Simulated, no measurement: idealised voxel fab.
Name of the process module below: voxel gate over fins
For reference, the cross-section in this document is cut, with width 160 nm and square cells of 5 nm.
Think of the cross-section as a grid of square cells. We describe it in bands, top to bottom, and each band covers one or more rows of those cells.
Heights first: top, then bottom, in nm. Then materials, left to right, each with a width in nm. "full width" on a single material: fills the band edge to edge. "empty": empty space.
Height datum 0, below which the as-received substrate wafer is one material. Lowest band open at the bottom, running downward: "0 and below".
Top row gets the first number, bottom row gets the second, and each row in between changes by the same step: that is how a band width like "30->40" works.
Basically "stayed the same" means that step didn't change any cell in the cross-section.
What "Sealed internal voids" gives you is every empty space of 8 cells or more that is cut off from the top. Each appears as width x height at distance, with the distance taken from the left edge and width, height and distance all in nm.
That trailing text on a step's line, after the settings, is the simulator's own remark on the step.
The setting "overlay nm" may be written on the line of a step. When the step uses a mask, the value reports how far to the right of the planned place the mask lay, and a negative value reports that it lay to the left.
PLANNED PROCESS STEPS
1) RECEIVE | material Si
2) CONFORMAL_DEP | material SiN | thk nm 5
3) MASKED_ETCH | tone cover | mask id FINS | width nm 15 | pitch nm 55 | etch materials SiN | depth nm 5 | overlay nm 0
4) MASKED_ETCH | tone cover | mask id FINS | width nm 15 | pitch nm 55 | etch materials Si | depth nm 35 | overlay nm 0
5) OXIDIZE | depth nm 5
6) FILL_DEP | material SiO2 | thk nm 5
7) CMP | height nm 5
8) PATTERN | tone open | mask id RAIL | material resist | width nm 15 | thk nm 15 | overlay nm 0
9) DIRECTIONAL_ETCH | etch materials SiO2 | depth nm 35
10) STRIP | etch materials resist
11) CONFORMAL_DEP | material TiN | thk nm 5
12) FILL_DEP | material W | thk nm 10
13) CMP | height nm 5
14) SELECTIVE_ETCH | etch materials W Ru TiN | depth nm 25
15) FILL_DEP | material SiO2 | thk nm 5
16) CMP | height nm 5
17) SELECTIVE_ETCH | etch materials SiO2 | depth nm 20
18) STRIP | etch materials SiN
19) CONFORMAL_DEP | material HfO2 | thk nm 5
20) CONFORMAL_DEP | material TiN | thk nm 5
21) CONFORMAL_DEP | material TiAl | thk nm 5
22) CONFORMAL_DEP | material TiN | thk nm 5
23) FILL_DEP | material W | thk nm 15
24) CMP | height nm 30
25) CONFORMAL_DEP | material SiN | thk nm 10
FIRST OF TWO WAFERS - AS PLANNED
CROSS-SECTION OF THE WAFER UPON ARRIVAL, REPRESENTING THE STATE REACHED AFTER STEP 1
  0 and below  Si full width
  Sealed internal voids: none
PRESENTED HERE IS A CROSS-SECTION OF THE WAFER AFTER STEP 2 HAS BEEN PERFORMED
  5 down to 0  SiN full width
  Whatever lies below 0 is exactly as it was before.
PRESENTED HERE IS A CROSS-SECTION OF THE WAFER AFTER STEP 3 HAS BEEN PERFORMED
  5 down to 0  empty 15 nm | SiN 15 nm | empty 40 nm | SiN 15 nm | empty 40 nm | SiN 15 nm | empty 20 nm
  Whatever lies below 0 is exactly as it was before.
PRESENTED HERE IS A CROSS-SECTION OF THE WAFER AFTER STEP 4 HAS BEEN PERFORMED
  5 down to 0  empty 15 nm | SiN 15 nm | empty 40 nm | SiN 15 nm | empty 40 nm | SiN 15 nm | empty 20 nm
  0 down to -35  empty 15 nm | Si 15 nm | empty 40 nm | Si 15 nm | empty 40 nm | Si 15 nm | empty 20 nm
  Whatever lies below -35 is exactly as it was before.
PRESENTED HERE IS A CROSS-SECTION OF THE WAFER AFTER STEP 5 HAS BEEN PERFORMED
  5 down to 0  empty 15 nm | SiN 15 nm | empty 40 nm | SiN 15 nm | empty 40 nm | SiN 15 nm | empty 20 nm
  0 down to -35  empty 15 nm | SiO2 5 nm | Si 5 nm | SiO2 5 nm | empty 40 nm | SiO2 5 nm | Si 5 nm | SiO2 5 nm | empty 40 nm | SiO2 5 nm | Si 5 nm | SiO2 5 nm | empty 20 nm
  -35 down to -40  SiO2 20 nm | Si 5 nm | SiO2 50 nm | Si 5 nm | SiO2 50 nm | Si 5 nm | SiO2 25 nm
  Whatever lies below -40 is exactly as it was before.
PRESENTED HERE IS A CROSS-SECTION OF THE WAFER AFTER STEP 6 HAS BEEN PERFORMED
  10 down to 5  SiO2 full width
  5 down to 0  SiO2 15 nm | SiN 15 nm | SiO2 40 nm | SiN 15 nm | SiO2 40 nm | SiN 15 nm | SiO2 20 nm
  0 down to -40  SiO2 20 nm | Si 5 nm | SiO2 50 nm | Si 5 nm | SiO2 50 nm | Si 5 nm | SiO2 25 nm
  Whatever lies below -40 is exactly as it was before.
PRESENTED HERE IS A CROSS-SECTION OF THE WAFER AFTER STEP 7 HAS BEEN PERFORMED
  5 down to 0  SiO2 15 nm | SiN 15 nm | SiO2 40 nm | SiN 15 nm | SiO2 40 nm | SiN 15 nm | SiO2 20 nm
  Whatever lies below 0 is exactly as it was before.
PRESENTED HERE IS A CROSS-SECTION OF THE WAFER AFTER STEP 8 HAS BEEN PERFORMED
  20 down to 5  resist 40 nm | empty 15 nm | resist 105 nm
  Whatever lies below 5 is exactly as it was before.
PRESENTED HERE IS A CROSS-SECTION OF THE WAFER AFTER STEP 9 HAS BEEN PERFORMED
  20 down to 5  resist 40 nm | empty 15 nm | resist 105 nm
  5 down to 0  SiO2 15 nm | SiN 15 nm | SiO2 10 nm | empty 15 nm | SiO2 15 nm | SiN 15 nm | SiO2 40 nm | SiN 15 nm | SiO2 20 nm
  0 down to -30  SiO2 20 nm | Si 5 nm | SiO2 15 nm | empty 15 nm | SiO2 20 nm | Si 5 nm | SiO2 50 nm | Si 5 nm | SiO2 25 nm
  Whatever lies below -30 is exactly as it was before.
PRESENTED HERE IS A CROSS-SECTION OF THE WAFER AFTER STEP 10 HAS BEEN PERFORMED
  5 down to 0  SiO2 15 nm | SiN 15 nm | SiO2 10 nm | empty 15 nm | SiO2 15 nm | SiN 15 nm | SiO2 40 nm | SiN 15 nm | SiO2 20 nm
  Whatever lies below 0 is exactly as it was before.
PRESENTED HERE IS A CROSS-SECTION OF THE WAFER AFTER STEP 11 HAS BEEN PERFORMED
  10 down to 5  TiN 45 nm | empty 5 nm | TiN 110 nm
  5 down to 0  SiO2 15 nm | SiN 15 nm | SiO2 10 nm | TiN 5 nm | empty 5 nm | TiN 5 nm | SiO2 15 nm | SiN 15 nm | SiO2 40 nm | SiN 15 nm | SiO2 20 nm
  0 down to -25  SiO2 20 nm | Si 5 nm | SiO2 15 nm | TiN 5 nm | empty 5 nm | TiN 5 nm | SiO2 20 nm | Si 5 nm | SiO2 50 nm | Si 5 nm | SiO2 25 nm
  -25 down to -30  SiO2 20 nm | Si 5 nm | SiO2 15 nm | TiN 15 nm | SiO2 20 nm | Si 5 nm | SiO2 50 nm | Si 5 nm | SiO2 25 nm
  Whatever lies below -30 is exactly as it was before.
PRESENTED HERE IS A CROSS-SECTION OF THE WAFER AFTER STEP 12 HAS BEEN PERFORMED
  20 down to 10  W full width
  10 down to 5  TiN 45 nm | W 5 nm | TiN 110 nm
  5 down to 0  SiO2 15 nm | SiN 15 nm | SiO2 10 nm | TiN 5 nm | W 5 nm | TiN 5 nm | SiO2 15 nm | SiN 15 nm | SiO2 40 nm | SiN 15 nm | SiO2 20 nm
  0 down to -25  SiO2 20 nm | Si 5 nm | SiO2 15 nm | TiN 5 nm | W 5 nm | TiN 5 nm | SiO2 20 nm | Si 5 nm | SiO2 50 nm | Si 5 nm | SiO2 25 nm
  Whatever lies below -25 is exactly as it was before.
PRESENTED HERE IS A CROSS-SECTION OF THE WAFER AFTER STEP 13 HAS BEEN PERFORMED
  5 down to 0  SiO2 15 nm | SiN 15 nm | SiO2 10 nm | TiN 5 nm | W 5 nm | TiN 5 nm | SiO2 15 nm | SiN 15 nm | SiO2 40 nm | SiN 15 nm | SiO2 20 nm
  Whatever lies below 0 is exactly as it was before.
PRESENTED HERE IS A CROSS-SECTION OF THE WAFER AFTER STEP 14 HAS BEEN PERFORMED
  5 down to 0  SiO2 15 nm | SiN 15 nm | SiO2 10 nm | empty 15 nm | SiO2 15 nm | SiN 15 nm | SiO2 40 nm | SiN 15 nm | SiO2 20 nm
  0 down to -20  SiO2 20 nm | Si 5 nm | SiO2 15 nm | empty 15 nm | SiO2 20 nm | Si 5 nm | SiO2 50 nm | Si 5 nm | SiO2 25 nm
  Whatever lies below -20 is exactly as it was before.
PRESENTED HERE IS A CROSS-SECTION OF THE WAFER AFTER STEP 15 HAS BEEN PERFORMED
  10 down to 5  SiO2 full width
  5 down to 0  SiO2 15 nm | SiN 15 nm | SiO2 40 nm | SiN 15 nm | SiO2 40 nm | SiN 15 nm | SiO2 20 nm
  0 down to -20  SiO2 20 nm | Si 5 nm | SiO2 50 nm | Si 5 nm | SiO2 50 nm | Si 5 nm | SiO2 25 nm
  Whatever lies below -20 is exactly as it was before.
PRESENTED HERE IS A CROSS-SECTION OF THE WAFER AFTER STEP 16 HAS BEEN PERFORMED
  5 down to 0  SiO2 15 nm | SiN 15 nm | SiO2 40 nm | SiN 15 nm | SiO2 40 nm | SiN 15 nm | SiO2 20 nm
  Whatever lies below 0 is exactly as it was before.
PRESENTED HERE IS A CROSS-SECTION OF THE WAFER AFTER STEP 17 HAS BEEN PERFORMED
  5 down to 0  empty 15 nm | SiN 15 nm | empty 40 nm | SiN 15 nm | empty 40 nm | SiN 15 nm | empty 20 nm
  0 down to -15  empty 20 nm | Si 5 nm | empty 50 nm | Si 5 nm | empty 50 nm | Si 5 nm | empty 25 nm
  Whatever lies below -15 is exactly as it was before.
PRESENTED HERE IS A CROSS-SECTION OF THE WAFER AFTER STEP 18 HAS BEEN PERFORMED
  0 down to -15  empty 20 nm | Si 5 nm | empty 50 nm | Si 5 nm | empty 50 nm | Si 5 nm | empty 25 nm
  Whatever lies below -15 is exactly as it was before.
PRESENTED HERE IS A CROSS-SECTION OF THE WAFER AFTER STEP 19 HAS BEEN PERFORMED
  5 down to 0  empty 15 nm | HfO2 15 nm | empty 40 nm | HfO2 15 nm | empty 40 nm | HfO2 15 nm | empty 20 nm
  0 down to -10  empty 15 nm | HfO2 5 nm | Si 5 nm | HfO2 5 nm | empty 40 nm | HfO2 5 nm | Si 5 nm | HfO2 5 nm | empty 40 nm | HfO2 5 nm | Si 5 nm | HfO2 5 nm | empty 20 nm
  -10 down to -15  HfO2 20 nm | Si 5 nm | HfO2 50 nm | Si 5 nm | HfO2 50 nm | Si 5 nm | HfO2 25 nm
  Whatever lies below -15 is exactly as it was before.
PRESENTED HERE IS A CROSS-SECTION OF THE WAFER AFTER STEP 20 HAS BEEN PERFORMED
  10 down to 5  empty 10 nm | TiN 25 nm | empty 30 nm | TiN 25 nm | empty 30 nm | TiN 25 nm | empty 15 nm
  5 down to 0  empty 10 nm | TiN 5 nm | HfO2 15 nm | TiN 5 nm | empty 30 nm | TiN 5 nm | HfO2 15 nm | TiN 5 nm | empty 30 nm | TiN 5 nm | HfO2 15 nm | TiN 5 nm | empty 15 nm
  0 down to -5  empty 10 nm | TiN 5 nm | HfO2 5 nm | Si 5 nm | HfO2 5 nm | TiN 5 nm | empty 30 nm | TiN 5 nm | HfO2 5 nm | Si 5 nm | HfO2 5 nm | TiN 5 nm | empty 30 nm | TiN 5 nm | HfO2 5 nm | Si 5 nm | HfO2 5 nm | TiN 5 nm | empty 15 nm
  -5 down to -10  TiN 15 nm | HfO2 5 nm | Si 5 nm | HfO2 5 nm | TiN 40 nm | HfO2 5 nm | Si 5 nm | HfO2 5 nm | TiN 40 nm | HfO2 5 nm | Si 5 nm | HfO2 5 nm | TiN 20 nm
  Whatever lies below -10 is exactly as it was before.
PRESENTED HERE IS A CROSS-SECTION OF THE WAFER AFTER STEP 21 HAS BEEN PERFORMED
  15 down to 10  empty 5 nm | TiAl 35 nm | empty 20 nm | TiAl 35 nm | empty 20 nm | TiAl 35 nm | empty 10 nm
  10 down to 5  empty 5 nm | TiAl 5 nm | TiN 25 nm | TiAl 5 nm | empty 20 nm | TiAl 5 nm | TiN 25 nm | TiAl 5 nm | empty 20 nm | TiAl 5 nm | TiN 25 nm | TiAl 5 nm | empty 10 nm
  5 down to 0  empty 5 nm | TiAl 5 nm | TiN 5 nm | HfO2 15 nm | TiN 5 nm | TiAl 5 nm | empty 20 nm | TiAl 5 nm | TiN 5 nm | HfO2 15 nm | TiN 5 nm | TiAl 5 nm | empty 20 nm | TiAl 5 nm | TiN 5 nm | HfO2 15 nm | TiN 5 nm | TiAl 5 nm | empty 10 nm
  0 down to -5  TiAl 10 nm | TiN 5 nm | HfO2 5 nm | Si 5 nm | HfO2 5 nm | TiN 5 nm | TiAl 30 nm | TiN 5 nm | HfO2 5 nm | Si 5 nm | HfO2 5 nm | TiN 5 nm | TiAl 30 nm | TiN 5 nm | HfO2 5 nm | Si 5 nm | HfO2 5 nm | TiN 5 nm | TiAl 15 nm
  Whatever lies below -5 is exactly as it was before.
PRESENTED HERE IS A CROSS-SECTION OF THE WAFER AFTER STEP 22 HAS BEEN PERFORMED
  20 down to 15  TiN 45 nm | empty 10 nm | TiN 45 nm | empty 10 nm | TiN 45 nm | empty 5 nm
  15 down to 10  TiN 5 nm | TiAl 35 nm | TiN 5 nm | empty 10 nm | TiN 5 nm | TiAl 35 nm | TiN 5 nm | empty 10 nm | TiN 5 nm | TiAl 35 nm | TiN 5 nm | empty 5 nm
  10 down to 5  TiN 5 nm | TiAl 5 nm | TiN 25 nm | TiAl 5 nm | TiN 5 nm | empty 10 nm | TiN 5 nm | TiAl 5 nm | TiN 25 nm | TiAl 5 nm | TiN 5 nm | empty 10 nm | TiN 5 nm | TiAl 5 nm | TiN 25 nm | TiAl 5 nm | TiN 5 nm | empty 5 nm
  5 down to 0  TiN 5 nm | TiAl 5 nm | TiN 5 nm | HfO2 15 nm | TiN 5 nm | TiAl 5 nm | TiN 20 nm | TiAl 5 nm | TiN 5 nm | HfO2 15 nm | TiN 5 nm | TiAl 5 nm | TiN 20 nm | TiAl 5 nm | TiN 5 nm | HfO2 15 nm | TiN 5 nm | TiAl 5 nm | TiN 10 nm
  Whatever lies below 0 is exactly as it was before.
PRESENTED HERE IS A CROSS-SECTION OF THE WAFER AFTER STEP 23 HAS BEEN PERFORMED
  35 down to 20  W full width
  20 down to 15  TiN 45 nm | W 10 nm | TiN 45 nm | W 10 nm | TiN 45 nm | W 5 nm
  15 down to 10  TiN 5 nm | TiAl 35 nm | TiN 5 nm | W 10 nm | TiN 5 nm | TiAl 35 nm | TiN 5 nm | W 10 nm | TiN 5 nm | TiAl 35 nm | TiN 5 nm | W 5 nm
  10 down to 5  TiN 5 nm | TiAl 5 nm | TiN 25 nm | TiAl 5 nm | TiN 5 nm | W 10 nm | TiN 5 nm | TiAl 5 nm | TiN 25 nm | TiAl 5 nm | TiN 5 nm | W 10 nm | TiN 5 nm | TiAl 5 nm | TiN 25 nm | TiAl 5 nm | TiN 5 nm | W 5 nm
  Whatever lies below 5 is exactly as it was before.
PRESENTED HERE IS A CROSS-SECTION OF THE WAFER AFTER STEP 24 HAS BEEN PERFORMED
  30 down to 20  W full width
  Whatever lies below 20 is exactly as it was before.
PRESENTED HERE IS A CROSS-SECTION OF THE WAFER AFTER STEP 25 HAS BEEN PERFORMED
  40 down to 30  SiN full width
  Whatever lies below 30 is exactly as it was before.
THE SECOND WAFER: COMMON ORIGIN AND PLAN, ONE MISTAKE IN EXECUTION, IDENTICAL TO THE FIRST THROUGH STEP 20
CROSS-SECTION OF THE SECOND WAFER WHEN, ACCORDING TO PLAN, STEP 21 SHOULD HAVE FINISHED
  15 down to 5  empty 5 nm | TiN 35 nm | empty 20 nm | TiN 35 nm | empty 20 nm | TiN 35 nm | empty 10 nm
  5 down to 0  empty 5 nm | TiN 10 nm | HfO2 15 nm | TiN 10 nm | empty 20 nm | TiN 10 nm | HfO2 15 nm | TiN 10 nm | empty 20 nm | TiN 10 nm | HfO2 15 nm | TiN 10 nm | empty 10 nm
  0 down to -10  TiN 15 nm | HfO2 5 nm | Si 5 nm | HfO2 5 nm | TiN 40 nm | HfO2 5 nm | Si 5 nm | HfO2 5 nm | TiN 40 nm | HfO2 5 nm | Si 5 nm | HfO2 5 nm | TiN 20 nm
  Whatever lies below -10 is exactly as it was before.
CROSS-SECTION OF THE SECOND WAFER WHEN, ACCORDING TO PLAN, STEP 22 SHOULD HAVE FINISHED
  20 down to 5  TiN 45 nm | empty 10 nm | TiN 45 nm | empty 10 nm | TiN 45 nm | empty 5 nm
  5 down to 0  TiN 15 nm | HfO2 15 nm | TiN 40 nm | HfO2 15 nm | TiN 40 nm | HfO2 15 nm | TiN 20 nm
  Whatever lies below 0 is exactly as it was before.
CROSS-SECTION OF THE SECOND WAFER WHEN, ACCORDING TO PLAN, STEP 23 SHOULD HAVE FINISHED
  35 down to 20  W full width
  20 down to 5  TiN 45 nm | W 10 nm | TiN 45 nm | W 10 nm | TiN 45 nm | W 5 nm
  Whatever lies below 5 is exactly as it was before.
CROSS-SECTION OF THE SECOND WAFER WHEN, ACCORDING TO PLAN, STEP 24 SHOULD HAVE FINISHED
  30 down to 20  W full width
  Whatever lies below 20 is exactly as it was before.
CROSS-SECTION OF THE SECOND WAFER WHEN, ACCORDING TO PLAN, STEP 25 SHOULD HAVE FINISHED
  40 down to 30  SiN full width
  Whatever lies below 30 is exactly as it was before.
Which mistake was made when the wafer was run? step 21, actual vs plan mismatch, actual run CONFORMAL_DEP | material TiN | thk nm 5
Final wafer comparison in cells, second versus first, more or fewer per material: -50 TiAl | +50 TiN
